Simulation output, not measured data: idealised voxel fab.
This section sets out a process module, namely voxel wiring stack.
The width of the displayed cross-section, cut, is 200 nm; its cells are square, with a size of 5 nm.
This document writes a cross-section as a grid whose cells are square, and gives it as bands, listed from the top down; one or more rows of cells form a band.
What a band's entry tells you: where the top is and where the bottom is, as heights in nm, and after that what lies inside, material by material from left to right, each with its width in nm. Empty space is written as the word "air", and a single material marked with the word "full width" occupies the band from edge to edge.
It should be noted that heights are counted from 0, beneath which the wafer as supplied is of one material throughout, and that the lowest band possesses no lower boundary but continues downward, as written in "0..down".
A width given as "30->40" starts at the first number in the band's top row and ends at the second number in its bottom row, shifting by an equal amount at every step from row to row.
Step note "stayed the same" = no cross-section cell changed.
Voids not open to the top, 8 cells minimum: see "Internal closed voids". Written width x height at distance; distance is from the left edge; nm.
Where a step's line continues beyond its settings, the continuation is a remark by the simulator itself on that step.
overlay nm: how far to the right of its planned place the mask lay on this masked step (negative: to the left).
Planned process steps
1,RECEIVE | material Si
2,CONFORMAL_DEP | material SiO2 | thk nm 15
3,CONFORMAL_DEP | material SiCN | thk nm 5
4,DIRECTIONAL_DEP | material lowk | thk nm 20
5,DIRECTIONAL_DEP | material aC | thk nm 10
6,PATTERN | tone open | mask id METAL_1 | material resist | width nm 25 | pitch nm 40 | thk nm 25 | overlay nm 0
7,DIRECTIONAL_ETCH | etch materials aC | depth nm 10
8,STRIP | etch materials resist
9,DIRECTIONAL_ETCH | etch materials lowk | depth nm 20
10,DIRECTIONAL_ETCH | etch materials SiCN | depth nm 5
11,STRIP | etch materials aC
12,CONFORMAL_DEP | material TiN | thk nm 5
13,FILL_DEP | material Ru | thk nm 10
14,CMP | height nm 40
15,CONFORMAL_DEP | material SiCN | thk nm 5
16,DIRECTIONAL_DEP | material lowk | thk nm 35
17,DIRECTIONAL_DEP | material aC | thk nm 15
18,PATTERN | tone open | mask id METAL_2_HOLES | material resist | width nm 15 | pitch nm 40 | thk nm 30 | overlay nm 0
19,DIRECTIONAL_ETCH | etch materials aC | depth nm 15
20,STRIP | etch materials resist
21,DIRECTIONAL_ETCH | etch materials lowk | depth nm 35
22,STRIP | etch materials aC
23,DIRECTIONAL_DEP | material aC | thk nm 10
24,PATTERN | tone open | mask id METAL_2 | material resist | width nm 25 | pitch nm 40 | thk nm 25 | overlay nm 0
25,DIRECTIONAL_ETCH | etch materials aC | depth nm 10
26,STRIP | etch materials resist
27,DIRECTIONAL_ETCH | etch materials lowk | depth nm 20
28,DIRECTIONAL_ETCH | etch materials SiCN | depth nm 5
29,STRIP | etch materials aC
30,CONFORMAL_DEP | material TiN | thk nm 5
31,FILL_DEP | material Cu | thk nm 5
32,CMP | height nm 80
33,CONFORMAL_DEP | material SiCN | thk nm 5
34,DIRECTIONAL_DEP | material lowk | thk nm 10
35,MASKED_ETCH | tone open | mask id PLUG_2 | width nm 15 | pitch nm 80 | etch materials lowk | depth nm 10 | overlay nm 0
36,MASKED_ETCH | tone open | mask id PLUG_2 | width nm 15 | pitch nm 80 | etch materials SiCN | depth nm 5 | overlay nm 0
37,CONFORMAL_DEP | material TiN | thk nm 5
38,FILL_DEP | material W | thk nm 10
39,CMP | height nm 95
40,DIRECTIONAL_DEP | material TiN | thk nm 5
41,DIRECTIONAL_DEP | material Ru | thk nm 25
42,PATTERN | tone cover | mask id METAL_3 | material resist | width nm 25 | pitch nm 40 | thk nm 20 | overlay nm 0
43,DIRECTIONAL_ETCH | etch materials Ru | depth nm 25
44,DIRECTIONAL_ETCH | etch materials TiN | depth nm 5
45,STRIP | etch materials resist
46,FILL_DEP | material lowk | thk nm 10
47,CMP | height nm 125
48,CONFORMAL_DEP | material SiCN | thk nm 5
Wafer cross-section on receipt, i.e. after step 1
	0..down = Si full width
	Internal closed voids: none
Cross-section taken at module completion on the first of two wafers; processed per the plan
	130..125 = SiCN full width
	125..100 = lowk (25), Ru (25), lowk (15), Ru (25), lowk (15), Ru (25), lowk (15), Ru (25), lowk (30)
	100..95 = lowk (25), TiN (25), lowk (15), TiN (25), lowk (15), TiN (25), lowk (15), TiN (25), lowk (30)
	95..85 = lowk (25), TiN (5), W (5), TiN (5), lowk (65), TiN (5), W (5), TiN (5), lowk (80)
	85..80 = SiCN (25), TiN (15), SiCN (65), TiN (15), SiCN (80)
	80..65 = lowk (25), TiN (5), Cu (15), TiN (5), lowk (15), TiN (5), Cu (15), TiN (5), lowk (15), TiN (5), Cu (15), TiN (5), lowk (15), TiN (5), Cu (15), TiN (5), lowk (30)
	65..60 = lowk (25), TiN (5), Cu (5), TiN (15), lowk (15), TiN (5), Cu (5), TiN (15), lowk (15), TiN (5), Cu (5), TiN (15), lowk (15), TiN (5), Cu (5), TiN (15), lowk (30)
	60..45 = lowk (25), TiN (5), Cu (5), TiN (5), lowk (25), TiN (5), Cu (5), TiN (5), lowk (25), TiN (5), Cu (5), TiN (5), lowk (25), TiN (5), Cu (5), TiN (5), lowk (40)
	45..40 = SiCN (25), TiN (15), SiCN (25), TiN (15), SiCN (25), TiN (15), SiCN (25), TiN (15), SiCN (40)
	40..20 = lowk (25), TiN (5), Ru (15), TiN (5), lowk (15), TiN (5), Ru (15), TiN (5), lowk (15), TiN (5), Ru (15), TiN (5), lowk (15), TiN (5), Ru (15), TiN (5), lowk (30)
	20..15 = SiCN (25), TiN (25), SiCN (15), TiN (25), SiCN (15), TiN (25), SiCN (15), TiN (25), SiCN (30)
	15..0 = SiO2 full width
	0..down = Si full width
	Internal closed voids: none
Cross-sectional view of the second of two wafers upon completion of the module. This wafer shared its starting condition and process plan with the first; one error was made during its execution
	130..125 = SiCN full width
	125..100 = lowk (25), Ru (25), lowk (15), Ru (25), lowk (15), Ru (25), lowk (15), Ru (25), lowk (30)
	100..95 = lowk (25), TiN (25), lowk (15), TiN (25), lowk (15), TiN (25), lowk (15), TiN (25), lowk (30)
	95..90 = lowk (30), TiN (5), W (5), TiN (5), lowk (65), TiN (5), W (5), TiN (5), lowk (75)
	90..85 = lowk (30), TiN (15), lowk (65), TiN (15), lowk (75)
	85..80 = SiCN (30), TiN (10), SiCN (70), TiN (10), SiCN (80)
	80..65 = lowk (25), TiN (5), Cu (15), TiN (5), lowk (15), TiN (5), Cu (15), TiN (5), lowk (15), TiN (5), Cu (15), TiN (5), lowk (15), TiN (5), Cu (15), TiN (5), lowk (30)
	65..60 = lowk (25), TiN (5), Cu (5), TiN (15), lowk (15), TiN (5), Cu (5), TiN (15), lowk (15), TiN (5), Cu (5), TiN (15), lowk (15), TiN (5), Cu (5), TiN (15), lowk (30)
	60..45 = lowk (25), TiN (5), Cu (5), TiN (5), lowk (25), TiN (5), Cu (5), TiN (5), lowk (25), TiN (5), Cu (5), TiN (5), lowk (25), TiN (5), Cu (5), TiN (5), lowk (40)
	45..40 = SiCN (25), TiN (15), SiCN (25), TiN (15), SiCN (25), TiN (15), SiCN (25), TiN (15), SiCN (40)
	40..20 = lowk (25), TiN (5), Ru (15), TiN (5), lowk (15), TiN (5), Ru (15), TiN (5), lowk (15), TiN (5), Ru (15), TiN (5), lowk (15), TiN (5), Ru (15), TiN (5), lowk (30)
	20..15 = SiCN (25), TiN (25), SiCN (15), TiN (25), SiCN (15), TiN (25), SiCN (15), TiN (25), SiCN (30)
	15..0 = SiO2 full width
	0..down = Si full width
	Internal closed voids: none
what went wrong: rather than as planned, step 35 actually ran as MASKED_ETCH | tone open | mask id PLUG_2 | width nm 15 | pitch nm 80 | etch materials lowk | depth nm 10 | overlay nm 5
Count the cells at the end and the second wafer has more or fewer of some materials than the first: +2 SiCN, -2 W
